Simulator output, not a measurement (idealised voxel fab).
The document below concerns the process module designated voxel trench capacitor.
Square cells of 5 nm make up the cross-section cut, whose width is 215 nm.
Cross-section spec: square-cell grid; bands listed top down; each band is one or more rows.
Top height, bottom height, nm. Materials left to right, width each, nm. Single material + "edge to edge" = fills band edge to edge. "empty" = empty.
Heights are expressed relative to 0, this being the level below which the as-received wafer comprises one material exclusively. The lowest band is unbounded in the downward direction and is denoted as in "from 0 down".
Think of "30->40" as a width that walks from the first number to the second as you go down the band, top row to bottom row, taking equal-sized steps from row to row.
"same as before", as given for a step, is the statement that not any cell of the cross-section underwent a change during that step.
In the "Closed void roster" entry, you get each enclosed empty space of 8 cells or more, one with no open way to the top, written width x height at distance, distance from the left edge, in nm.
Where a step's line continues beyond its settings, the continuation is a remark by the simulator itself on that step.
overlay nm: on a step with a mask, how far right of its planned place the mask lay; negative means left.
Below you will find pairs of cross-sections. In each, one shows the wafer before one process step and the other after it, with the after view ending at the lowest band that changed. Under each pair is the step separating them, along with its settings. Do not assume the pairs form a chain: they can come from different runs of this module on the same starting wafer, and a pair continues from the pair above it only when its "State on entry" entry says so.

State on entry
- from 10 to 0 | SiN: 15 | empty: 35 | SiN: 15 | empty: 35 | SiN: 15 | empty: 35 | SiN: 15 | empty: 35 | SiN: 15
- from 0 to -35 | Si: 15 | empty: 35 | Si: 15 | empty: 35 | Si: 15 | empty: 35 | Si: 15 | empty: 35 | Si: 15
- from -35 down | Si edge to edge
- Closed void roster: none

Section After Processing
- from 15 to 10 | HfO2: 20 | empty: 25 | HfO2: 25 | empty: 25 | HfO2: 25 | empty: 25 | HfO2: 25 | empty: 25 | HfO2: 20
- from 10 to 0 | SiN: 15 | HfO2: 5 | empty: 25 | HfO2: 5 | SiN: 15 | HfO2: 5 | empty: 25 | HfO2: 5 | SiN: 15 | HfO2: 5 | empty: 25 | HfO2: 5 | SiN: 15 | HfO2: 5 | empty: 25 | HfO2: 5 | SiN: 15
- from 0 to -30 | Si: 15 | HfO2: 5 | empty: 25 | HfO2: 5 | Si: 15 | HfO2: 5 | empty: 25 | HfO2: 5 | Si: 15 | HfO2: 5 | empty: 25 | HfO2: 5 | Si: 15 | HfO2: 5 | empty: 25 | HfO2: 5 | Si: 15
- from -30 to -35 | Si: 15 | HfO2: 35 | Si: 15 | HfO2: 35 | Si: 15 | HfO2: 35 | Si: 15 | HfO2: 35 | Si: 15
- At heights below -35, the structure remains unaltered.
- Closed void roster: none
The before and after cross-sections above differ by one step: CONFORMAL_DEP [material HfO2] [thk nm 5]

State on entry: this step begins from the cross-section that the pair just above shows after its step.

Section After Processing
- from 20 to 15 | TiN: 25 | empty: 15 | TiN: 35 | empty: 15 | TiN: 35 | empty: 15 | TiN: 35 | empty: 15 | TiN: 25
- from 15 to 10 | HfO2: 20 | TiN: 5 | empty: 15 | TiN: 5 | HfO2: 25 | TiN: 5 | empty: 15 | TiN: 5 | HfO2: 25 | TiN: 5 | empty: 15 | TiN: 5 | HfO2: 25 | TiN: 5 | empty: 15 | TiN: 5 | HfO2: 20
- from 10 to 0 | SiN: 15 | HfO2: 5 | TiN: 5 | empty: 15 | TiN: 5 | HfO2: 5 | SiN: 15 | HfO2: 5 | TiN: 5 | empty: 15 | TiN: 5 | HfO2: 5 | SiN: 15 | HfO2: 5 | TiN: 5 | empty: 15 | TiN: 5 | HfO2: 5 | SiN: 15 | HfO2: 5 | TiN: 5 | empty: 15 | TiN: 5 | HfO2: 5 | SiN: 15
- from 0 to -25 | Si: 15 | HfO2: 5 | TiN: 5 | empty: 15 | TiN: 5 | HfO2: 5 | Si: 15 | HfO2: 5 | TiN: 5 | empty: 15 | TiN: 5 | HfO2: 5 | Si: 15 | HfO2: 5 | TiN: 5 | empty: 15 | TiN: 5 | HfO2: 5 | Si: 15 | HfO2: 5 | TiN: 5 | empty: 15 | TiN: 5 | HfO2: 5 | Si: 15
- from -25 to -30 | Si: 15 | HfO2: 5 | TiN: 25 | HfO2: 5 | Si: 15 | HfO2: 5 | TiN: 25 | HfO2: 5 | Si: 15 | HfO2: 5 | TiN: 25 | HfO2: 5 | Si: 15 | HfO2: 5 | TiN: 25 | HfO2: 5 | Si: 15
- At heights below -30, the structure remains unaltered.
- Closed void roster: none
The before and after cross-sections above differ by one step: CONFORMAL_DEP [material TiN] [thk nm 5]

State on entry: this step begins from the cross-section that the pair just above shows after its step.

Section After Processing
- from 30 to 20 | W edge to edge
- from 20 to 15 | TiN: 25 | W: 15 | TiN: 35 | W: 15 | TiN: 35 | W: 15 | TiN: 35 | W: 15 | TiN: 25
- from 15 to 10 | HfO2: 20 | TiN: 5 | W: 15 | TiN: 5 | HfO2: 25 | TiN: 5 | W: 15 | TiN: 5 | HfO2: 25 | TiN: 5 | W: 15 | TiN: 5 | HfO2: 25 | TiN: 5 | W: 15 | TiN: 5 | HfO2: 20
- from 10 to 0 | SiN: 15 | HfO2: 5 | TiN: 5 | W: 15 | TiN: 5 | HfO2: 5 | SiN: 15 | HfO2: 5 | TiN: 5 | W: 15 | TiN: 5 | HfO2: 5 | SiN: 15 | HfO2: 5 | TiN: 5 | W: 15 | TiN: 5 | HfO2: 5 | SiN: 15 | HfO2: 5 | TiN: 5 | W: 15 | TiN: 5 | HfO2: 5 | SiN: 15
- from 0 to -25 | Si: 15 | HfO2: 5 | TiN: 5 | W: 15 | TiN: 5 | HfO2: 5 | Si: 15 | HfO2: 5 | TiN: 5 | W: 15 | TiN: 5 | HfO2: 5 | Si: 15 | HfO2: 5 | TiN: 5 | W: 15 | TiN: 5 | HfO2: 5 | Si: 15 | HfO2: 5 | TiN: 5 | W: 15 | TiN: 5 | HfO2: 5 | Si: 15
- At heights below -25, the structure remains unaltered.
- Closed void roster: none
The before and after cross-sections above differ by one step: FILL_DEP [material W] [thk nm 10]

State on entry: this step begins from the cross-section that the pair just above shows after its step.

Section After Processing
- from 10 to 0 | SiN: 15 | HfO2: 5 | TiN: 5 | W: 15 | TiN: 5 | HfO2: 5 | SiN: 15 | HfO2: 5 | TiN: 5 | W: 15 | TiN: 5 | HfO2: 5 | SiN: 15 | HfO2: 5 | TiN: 5 | W: 15 | TiN: 5 | HfO2: 5 | SiN: 15 | HfO2: 5 | TiN: 5 | W: 15 | TiN: 5 | HfO2: 5 | SiN: 15
- At heights below 0, the structure remains unaltered.
- Closed void roster: none
The before and after cross-sections above differ by one step: CMP [height nm 10]

State on entry
- from 25 to 10 | aC edge to edge
- from 10 to 0 | SiN edge to edge
- from 0 down | Si edge to edge
- Closed void roster: none

Section After Processing
- from 55 to 25 | resist: 20 | empty: 30 | resist: 20 | empty: 30 | resist: 20 | empty: 30 | resist: 20 | empty: 30 | resist: 15
- At heights below 25, the structure remains unaltered.
- Closed void roster: none
The before and after cross-sections above differ by one step: PATTERN [tone open] [mask id TRENCH] [material resist] [width nm 30] [pitch nm 50] [thk nm 30] [overlay nm 5]

State on entry: this step begins from the cross-section that the pair just above shows after its step.

Section After Processing
- from 40 to 25 | resist: 20 | empty: 30 | resist: 20 | empty: 30 | resist: 20 | empty: 30 | resist: 20 | empty: 30 | resist: 15
- from 25 to 10 | aC: 20 | empty: 30 | aC: 20 | empty: 30 | aC: 20 | empty: 30 | aC: 20 | empty: 30 | aC: 15
- At heights below 10, the structure remains unaltered.
- Closed void roster: none
The before and after cross-sections above differ by one step: DIRECTIONAL_ETCH [etch materials aC] [depth nm 15]

State on entry: this step begins from the cross-section that the pair just above shows after its step.

Section After Processing
- from 25 to 10 | aC: 20 | empty: 30 | aC: 20 | empty: 30 | aC: 20 | empty: 30 | aC: 20 | empty: 30 | aC: 15
- At heights below 10, the structure remains unaltered.
- Closed void roster: none
The before and after cross-sections above differ by one step: STRIP [etch materials resist]

State on entry: this step begins from the cross-section that the pair just above shows after its step.

Section After Processing
- from 25 to 10 | aC: 20 | empty: 30 | aC: 20 | empty: 30 | aC: 20 | empty: 30 | aC: 20 | empty: 30 | aC: 15
- from 10 to 0 | SiN: 20 | empty: 30 | SiN: 20 | empty: 30 | SiN: 20 | empty: 30 | SiN: 20 | empty: 30 | SiN: 15
- At heights below 0, the structure remains unaltered.
- Closed void roster: none
The before and after cross-sections above differ by one step: DIRECTIONAL_ETCH [etch materials SiN] [depth nm 10]

State on entry: this step begins from the cross-section that the pair just above shows after its step.

Section After Processing
- from 25 to 10 | aC: 20 | empty: 30 | aC: 20 | empty: 30 | aC: 20 | empty: 30 | aC: 20 | empty: 30 | aC: 15
- from 10 to 0 | SiN: 20 | empty: 30 | SiN: 20 | empty: 30 | SiN: 20 | empty: 30 | SiN: 20 | empty: 30 | SiN: 15
- from 0 to -35 | Si: 20 | empty: 30 | Si: 20 | empty: 30 | Si: 20 | empty: 30 | Si: 20 | empty: 30 | Si: 15
- At heights below -35, the structure remains unaltered.
- Closed void roster: none
The before and after cross-sections above differ by one step: DIRECTIONAL_ETCH [etch materials Si] [depth nm 35]

State on entry: this step begins from the cross-section that the pair just above shows after its step.

Section After Processing
- from 10 to 0 | SiN: 20 | empty: 30 | SiN: 20 | empty: 30 | SiN: 20 | empty: 30 | SiN: 20 | empty: 30 | SiN: 15
- At heights below 0, the structure remains unaltered.
- Closed void roster: none
The before and after cross-sections above differ by one step: STRIP [etch materials aC]

State on entry: this step begins from the cross-section that the pair just above shows after its step.

Section After Processing
- from 15 to 10 | HfO2: 25 | empty: 20 | HfO2: 30 | empty: 20 | HfO2: 30 | empty: 20 | HfO2: 30 | empty: 20 | HfO2: 20
- from 10 to 0 | SiN: 20 | HfO2: 5 | empty: 20 | HfO2: 5 | SiN: 20 | HfO2: 5 | empty: 20 | HfO2: 5 | SiN: 20 | HfO2: 5 | empty: 20 | HfO2: 5 | SiN: 20 | HfO2: 5 | empty: 20 | HfO2: 5 | SiN: 15
- from 0 to -30 | Si: 20 | HfO2: 5 | empty: 20 | HfO2: 5 | Si: 20 | HfO2: 5 | empty: 20 | HfO2: 5 | Si: 20 | HfO2: 5 | empty: 20 | HfO2: 5 | Si: 20 | HfO2: 5 | empty: 20 | HfO2: 5 | Si: 15
- from -30 to -35 | Si: 20 | HfO2: 30 | Si: 20 | HfO2: 30 | Si: 20 | HfO2: 30 | Si: 20 | HfO2: 30 | Si: 15
- At heights below -35, the structure remains unaltered.
- Closed void roster: none
The before and after cross-sections above differ by one step: CONFORMAL_DEP [material HfO2] [thk nm 5]

State on entry: this step begins from the cross-section that the pair just above shows after its step.

Section After Processing
- from 20 to 15 | TiN: 30 | empty: 10 | TiN: 40 | empty: 10 | TiN: 40 | empty: 10 | TiN: 40 | empty: 10 | TiN: 25
- from 15 to 10 | HfO2: 25 | TiN: 5 | empty: 10 | TiN: 5 | HfO2: 30 | TiN: 5 | empty: 10 | TiN: 5 | HfO2: 30 | TiN: 5 | empty: 10 | TiN: 5 | HfO2: 30 | TiN: 5 | empty: 10 | TiN: 5 | HfO2: 20
- from 10 to 0 | SiN: 20 | HfO2: 5 | TiN: 5 | empty: 10 | TiN: 5 | HfO2: 5 | SiN: 20 | HfO2: 5 | TiN: 5 | empty: 10 | TiN: 5 | HfO2: 5 | SiN: 20 | HfO2: 5 | TiN: 5 | empty: 10 | TiN: 5 | HfO2: 5 | SiN: 20 | HfO2: 5 | TiN: 5 | empty: 10 | TiN: 5 | HfO2: 5 | SiN: 15
- from 0 to -25 | Si: 20 | HfO2: 5 | TiN: 5 | empty: 10 | TiN: 5 | HfO2: 5 | Si: 20 | HfO2: 5 | TiN: 5 | empty: 10 | TiN: 5 | HfO2: 5 | Si: 20 | HfO2: 5 | TiN: 5 | empty: 10 | TiN: 5 | HfO2: 5 | Si: 20 | HfO2: 5 | TiN: 5 | empty: 10 | TiN: 5 | HfO2: 5 | Si: 15
- from -25 to -30 | Si: 20 | HfO2: 5 | TiN: 20 | HfO2: 5 | Si: 20 | HfO2: 5 | TiN: 20 | HfO2: 5 | Si: 20 | HfO2: 5 | TiN: 20 | HfO2: 5 | Si: 20 | HfO2: 5 | TiN: 20 | HfO2: 5 | Si: 15
- At heights below -30, the structure remains unaltered.
- Closed void roster: none
The before and after cross-sections above differ by one step: CONFORMAL_DEP [material TiN] [thk nm 5]

State on entry: this step begins from the cross-section that the pair just above shows after its step.

Section After Processing
- from 30 to 20 | W edge to edge
- from 20 to 15 | TiN: 30 | W: 10 | TiN: 40 | W: 10 | TiN: 40 | W: 10 | TiN: 40 | W: 10 | TiN: 25
- from 15 to 10 | HfO2: 25 | TiN: 5 | W: 10 | TiN: 5 | HfO2: 30 | TiN: 5 | W: 10 | TiN: 5 | HfO2: 30 | TiN: 5 | W: 10 | TiN: 5 | HfO2: 30 | TiN: 5 | W: 10 | TiN: 5 | HfO2: 20
- from 10 to 0 | SiN: 20 | HfO2: 5 | TiN: 5 | W: 10 | TiN: 5 | HfO2: 5 | SiN: 20 | HfO2: 5 | TiN: 5 | W: 10 | TiN: 5 | HfO2: 5 | SiN: 20 | HfO2: 5 | TiN: 5 | W: 10 | TiN: 5 | HfO2: 5 | SiN: 20 | HfO2: 5 | TiN: 5 | W: 10 | TiN: 5 | HfO2: 5 | SiN: 15
- from 0 to -25 | Si: 20 | HfO2: 5 | TiN: 5 | W: 10 | TiN: 5 | HfO2: 5 | Si: 20 | HfO2: 5 | TiN: 5 | W: 10 | TiN: 5 | HfO2: 5 | Si: 20 | HfO2: 5 | TiN: 5 | W: 10 | TiN: 5 | HfO2: 5 | Si: 20 | HfO2: 5 | TiN: 5 | W: 10 | TiN: 5 | HfO2: 5 | Si: 15
- At heights below -25, the structure remains unaltered.
- Closed void roster: none
The before and after cross-sections above differ by one step: FILL_DEP [material W] [thk nm 10]

State on entry: this step begins from the cross-section that the pair just above shows after its step.

Section After Processing
- from 10 to 0 | SiN: 20 | HfO2: 5 | TiN: 5 | W: 10 | TiN: 5 | HfO2: 5 | SiN: 20 | HfO2: 5 | TiN: 5 | W: 10 | TiN: 5 | HfO2: 5 | SiN: 20 | HfO2: 5 | TiN: 5 | W: 10 | TiN: 5 | HfO2: 5 | SiN: 20 | HfO2: 5 | TiN: 5 | W: 10 | TiN: 5 | HfO2: 5 | SiN: 15
- At heights below 0, the structure remains unaltered.
- Closed void roster: none
The before and after cross-sections above differ by one step: CMP [height nm 10]

State on entry
- from 0 down | Si edge to edge
- Closed void roster: none

Section After Processing
- from 10 to 0 | W edge to edge
- At heights below 0, the structure remains unaltered.
- Closed void roster: none
The before and after cross-sections above differ by one step: CONFORMAL_DEP [material W] [thk nm 10]

State on entry: this step begins from the cross-section that the pair just above shows after its step.

Section After Processing
- from 25 to 10 | aC edge to edge
- At heights below 10, the structure remains unaltered.
- Closed void roster: none
The before and after cross-sections above differ by one step: DIRECTIONAL_DEP [material aC] [thk nm 15]

State on entry: this step begins from the cross-section that the pair just above shows after its step.

Section After Processing
- from 55 to 25 | resist: 15 | empty: 30 | resist: 20 | empty: 30 | resist: 20 | empty: 30 | resist: 20 | empty: 30 | resist: 20
- At heights below 25, the structure remains unaltered.
- Closed void roster: none
The before and after cross-sections above differ by one step: PATTERN [tone open] [mask id TRENCH] [material resist] [width nm 30] [pitch nm 50] [thk nm 30] [overlay nm 0]

State on entry: this step begins from the cross-section that the pair just above shows after its step.

Section After Processing
- from 40 to 25 | resist: 15 | empty: 30 | resist: 20 | empty: 30 | resist: 20 | empty: 30 | resist: 20 | empty: 30 | resist: 20
- from 25 to 10 | aC: 15 | empty: 30 | aC: 20 | empty: 30 | aC: 20 | empty: 30 | aC: 20 | empty: 30 | aC: 20
- At heights below 10, the structure remains unaltered.
- Closed void roster: none
The before and after cross-sections above differ by one step: DIRECTIONAL_ETCH [etch materials aC] [depth nm 15]

State on entry: this step begins from the cross-section that the pair just above shows after its step.

Section After Processing
- from 25 to 10 | aC: 15 | empty: 30 | aC: 20 | empty: 30 | aC: 20 | empty: 30 | aC: 20 | empty: 30 | aC: 20
- At heights below 10, the structure remains unaltered.
- Closed void roster: none
The before and after cross-sections above differ by one step: STRIP [etch materials resist]

State on entry: this step begins from the cross-section that the pair just above shows after its step.

Section After Processing
- from 10 to 0 | W edge to edge
- At heights below 0, the structure remains unaltered.
- Closed void roster: none
The before and after cross-sections above differ by one step: STRIP [etch materials aC]

State on entry: this step begins from the cross-section that the pair just above shows after its step.

Section After Processing
- from 15 to 10 | HfO2 edge to edge
- At heights below 10, the structure remains unaltered.
- Closed void roster: none
The before and after cross-sections above differ by one step: CONFORMAL_DEP [material HfO2] [thk nm 5]

State on entry: this step begins from the cross-section that the pair just above shows after its step.

Section After Processing
- from 20 to 15 | TiN edge to edge
- At heights below 15, the structure remains unaltered.
- Closed void roster: none
The before and after cross-sections above differ by one step: CONFORMAL_DEP [material TiN] [thk nm 5]

State on entry: this step begins from the cross-section that the pair just above shows after its step.

Section After Processing
- from 30 to 20 | W edge to edge
- At heights below 20, the structure remains unaltered.
- Closed void roster: none
The before and after cross-sections above differ by one step: FILL_DEP [material W] [thk nm 10]

State on entry: this step begins from the cross-section that the pair just above shows after its step.

Section After Processing
- from 10 to 0 | W edge to edge
- At heights below 0, the structure remains unaltered.
- Closed void roster: none
The before and after cross-sections above differ by one step: CMP [height nm 10]

State on entry
- from 25 to 10 | aC edge to edge
- from 10 to 0 | SiN edge to edge
- from 0 down | Si edge to edge
- Closed void roster: none

Section After Processing
- from 55 to 25 | empty: 15 | resist: 30 | empty: 20 | resist: 30 | empty: 20 | resist: 30 | empty: 20 | resist: 30 | empty: 20
- At heights below 25, the structure remains unaltered.
- Closed void roster: none
The before and after cross-sections above differ by one step: PATTERN [tone cover] [mask id TRENCH] [material resist] [width nm 30] [pitch nm 50] [thk nm 30] [overlay nm 0]

State on entry: this step begins from the cross-section that the pair just above shows after its step.

Section After Processing
- from 40 to 25 | empty: 15 | resist: 30 | empty: 20 | resist: 30 | empty: 20 | resist: 30 | empty: 20 | resist: 30 | empty: 20
- from 25 to 10 | empty: 15 | aC: 30 | empty: 20 | aC: 30 | empty: 20 | aC: 30 | empty: 20 | aC: 30 | empty: 20
- At heights below 10, the structure remains unaltered.
- Closed void roster: none
The before and after cross-sections above differ by one step: DIRECTIONAL_ETCH [etch materials aC] [depth nm 15]

State on entry: this step begins from the cross-section that the pair just above shows after its step.

Section After Processing
- from 25 to 10 | empty: 15 | aC: 30 | empty: 20 | aC: 30 | empty: 20 | aC: 30 | empty: 20 | aC: 30 | empty: 20
- At heights below 10, the structure remains unaltered.
- Closed void roster: none
The before and after cross-sections above differ by one step: STRIP [etch materials resist]

State on entry: this step begins from the cross-section that the pair just above shows after its step.

Section After Processing
- from 25 to 10 | empty: 15 | aC: 30 | empty: 20 | aC: 30 | empty: 20 | aC: 30 | empty: 20 | aC: 30 | empty: 20
- from 10 to 0 | empty: 15 | SiN: 30 | empty: 20 | SiN: 30 | empty: 20 | SiN: 30 | empty: 20 | SiN: 30 | empty: 20
- At heights below 0, the structure remains unaltered.
- Closed void roster: none
The before and after cross-sections above differ by one step: DIRECTIONAL_ETCH [etch materials SiN] [depth nm 10]

State on entry: this step begins from the cross-section that the pair just above shows after its step.

Section After Processing
- from 25 to 10 | empty: 15 | aC: 30 | empty: 20 | aC: 30 | empty: 20 | aC: 30 | empty: 20 | aC: 30 | empty: 20
- from 10 to 0 | empty: 15 | SiN: 30 | empty: 20 | SiN: 30 | empty: 20 | SiN: 30 | empty: 20 | SiN: 30 | empty: 20
- from 0 to -35 | empty: 15 | Si: 30 | empty: 20 | Si: 30 | empty: 20 | Si: 30 | empty: 20 | Si: 30 | empty: 20
- At heights below -35, the structure remains unaltered.
- Closed void roster: none
The before and after cross-sections above differ by one step: DIRECTIONAL_ETCH [etch materials Si] [depth nm 35]

State on entry: this step begins from the cross-section that the pair just above shows after its step.

Section After Processing
- from 10 to 0 | empty: 15 | SiN: 30 | empty: 20 | SiN: 30 | empty: 20 | SiN: 30 | empty: 20 | SiN: 30 | empty: 20
- At heights below 0, the structure remains unaltered.
- Closed void roster: none
The before and after cross-sections above differ by one step: STRIP [etch materials aC]

State on entry: this step begins from the cross-section that the pair just above shows after its step.

Section After Processing
- from 15 to 10 | empty: 10 | HfO2: 40 | empty: 10 | HfO2: 40 | empty: 10 | HfO2: 40 | empty: 10 | HfO2: 40 | empty: 15
- from 10 to 0 | empty: 10 | HfO2: 5 | SiN: 30 | HfO2: 5 | empty: 10 | HfO2: 5 | SiN: 30 | HfO2: 5 | empty: 10 | HfO2: 5 | SiN: 30 | HfO2: 5 | empty: 10 | HfO2: 5 | SiN: 30 | HfO2: 5 | empty: 15
- from 0 to -30 | empty: 10 | HfO2: 5 | Si: 30 | HfO2: 5 | empty: 10 | HfO2: 5 | Si: 30 | HfO2: 5 | empty: 10 | HfO2: 5 | Si: 30 | HfO2: 5 | empty: 10 | HfO2: 5 | Si: 30 | HfO2: 5 | empty: 15
- from -30 to -35 | HfO2: 15 | Si: 30 | HfO2: 20 | Si: 30 | HfO2: 20 | Si: 30 | HfO2: 20 | Si: 30 | HfO2: 20
- At heights below -35, the structure remains unaltered.
- Closed void roster: none
The before and after cross-sections above differ by one step: CONFORMAL_DEP [material HfO2] [thk nm 5]

State on entry: this step begins from the cross-section that the pair just above shows after its step.

Section After Processing
- from 20 to 15 | empty: 5 | TiN: 200 | empty: 10
- from 15 to 10 | empty: 5 | TiN: 5 | HfO2: 40 | TiN: 10 | HfO2: 40 | TiN: 10 | HfO2: 40 | TiN: 10 | HfO2: 40 | TiN: 5 | empty: 10
- from 10 to 0 | empty: 5 | TiN: 5 | HfO2: 5 | SiN: 30 | HfO2: 5 | TiN: 10 | HfO2: 5 | SiN: 30 | HfO2: 5 | TiN: 10 | HfO2: 5 | SiN: 30 | HfO2: 5 | TiN: 10 | HfO2: 5 | SiN: 30 | HfO2: 5 | TiN: 5 | empty: 10
- from 0 to -25 | empty: 5 | TiN: 5 | HfO2: 5 | Si: 30 | HfO2: 5 | TiN: 10 | HfO2: 5 | Si: 30 | HfO2: 5 | TiN: 10 | HfO2: 5 | Si: 30 | HfO2: 5 | TiN: 10 | HfO2: 5 | Si: 30 | HfO2: 5 | TiN: 5 | empty: 10
- from -25 to -30 | TiN: 10 | HfO2: 5 | Si: 30 | HfO2: 5 | TiN: 10 | HfO2: 5 | Si: 30 | HfO2: 5 | TiN: 10 | HfO2: 5 | Si: 30 | HfO2: 5 | TiN: 10 | HfO2: 5 | Si: 30 | HfO2: 5 | TiN: 15
- At heights below -30, the structure remains unaltered.
- Closed void roster: none
The before and after cross-sections above differ by one step: CONFORMAL_DEP [material TiN] [thk nm 5]

State on entry: this step begins from the cross-section that the pair just above shows after its step.

Section After Processing
- from 30 to 20 | W edge to edge
- from 20 to 15 | W: 5 | TiN: 200 | W: 10
- from 15 to 10 | W: 5 | TiN: 5 | HfO2: 40 | TiN: 10 | HfO2: 40 | TiN: 10 | HfO2: 40 | TiN: 10 | HfO2: 40 | TiN: 5 | W: 10
- from 10 to 0 | W: 5 | TiN: 5 | HfO2: 5 | SiN: 30 | HfO2: 5 | TiN: 10 | HfO2: 5 | SiN: 30 | HfO2: 5 | TiN: 10 | HfO2: 5 | SiN: 30 | HfO2: 5 | TiN: 10 | HfO2: 5 | SiN: 30 | HfO2: 5 | TiN: 5 | W: 10
- from 0 to -25 | W: 5 | TiN: 5 | HfO2: 5 | Si: 30 | HfO2: 5 | TiN: 10 | HfO2: 5 | Si: 30 | HfO2: 5 | TiN: 10 | HfO2: 5 | Si: 30 | HfO2: 5 | TiN: 10 | HfO2: 5 | Si: 30 | HfO2: 5 | TiN: 5 | W: 10
- At heights below -25, the structure remains unaltered.
- Closed void roster: none
The before and after cross-sections above differ by one step: FILL_DEP [material W] [thk nm 10]

State on entry: this step begins from the cross-section that the pair just above shows after its step.

Section After Processing
- from 10 to 0 | W: 5 | TiN: 5 | HfO2: 5 | SiN: 30 | HfO2: 5 | TiN: 10 | HfO2: 5 | SiN: 30 | HfO2: 5 | TiN: 10 | HfO2: 5 | SiN: 30 | HfO2: 5 | TiN: 10 | HfO2: 5 | SiN: 30 | HfO2: 5 | TiN: 5 | W: 10
- At heights below 0, the structure remains unaltered.
- Closed void roster: none
The before and after cross-sections above differ by one step: CMP [height nm 10]
